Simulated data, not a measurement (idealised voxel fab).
The process module that follows is named voxel tone inversion.
Each square cell in cross-section cut measures 5 nm, and the section as a whole is 220 nm wide.
In what follows, cross-sections appear as grids of square cells, described through bands that run from the top down, where every band is one or more rows of cells.
For a band, the entry starts with two heights in nm, that of the top and then that of the bottom, and carries on with the band's materials in order from left to right, each alongside its width in nm; the word "throughout" beside a single material means it fills the band edge to edge, and "empty" means empty space.
We count height from 0. Below that, the starting wafer is all one material. The lowest band never ends at the bottom but goes on down; see "z 0 and below" for how that is written.
You'd read "30 to 40" like this: the band's top row of cells is as wide as the first number, its bottom row is as wide as the second, and going down, every row changes width by the same amount as the row before did.
What does "stayed the same" mean for a step? It means no cell of the cross-section changed in that step.
"Sealed internal voids" means: voids of 8 cells or more that are shut off from the top with no open way through. Written width x height at distance, distance from the left edge, in nm.
The remark found on a step's line after its settings is issued by the simulator itself and pertains to that step.
"overlay nm", when on a step's line for a step with a mask, measures how far to the right of its planned place the mask lay; a negative measure means to the left.
### Steps planned for the process
1) RECEIVE [material Si]
2) CONFORMAL_DEP [material SiN] [thk nm 10]
3) DIRECTIONAL_DEP [material polySi] [thk nm 15]
4) PATTERN [tone cover] [mask id POSTS] [material resist] [width nm 15] [pitch nm 40] [thk nm 20] [overlay nm 0]
5) DIRECTIONAL_ETCH [etch materials polySi] [depth nm 15]
6) STRIP [etch materials resist]
7) FILL_DEP [material SiO2] [thk nm 10]
8) CMP [height nm 25]
9) STRIP [etch materials polySi]
Where the wafers of this document differ is in the width nm of step 4; they start out the same, and the plan states the value that applied to the first wafer.
### Cut through the first of several wafers as received, post step 1
z 0 and below  Si throughout
Sealed internal voids: none
### Module finished, last step 9 done: cross-section of the first of several wafers
z 25 to 10  SiO2 60, then empty 15, then SiO2 25, then empty 15, then SiO2 25, then empty 15, then SiO2 65
z 10 to 0  SiN throughout
z 0 and below  Si throughout
Sealed internal voids: none
### The last wafer as seen in cross-section at the end of the module
z 25 to 10  SiO2 55, then empty 25, then SiO2 15, then empty 25, then SiO2 15, then empty 25, then SiO2 60
z 10 to 0  SiN throughout
z 0 and below  Si throughout
Sealed internal voids: none
### Per wafer (row), end of module: delta in cells per material since receipt, (+) for gained, (-) for lost; closed voids after that
width nm 15 | +88 SiN | +105 SiO2 | Sealed internal voids: none
width nm 20 | +88 SiN | +96 SiO2 | Sealed internal voids: none
width nm 25 | +88 SiN | +87 SiO2 | Sealed internal voids: none
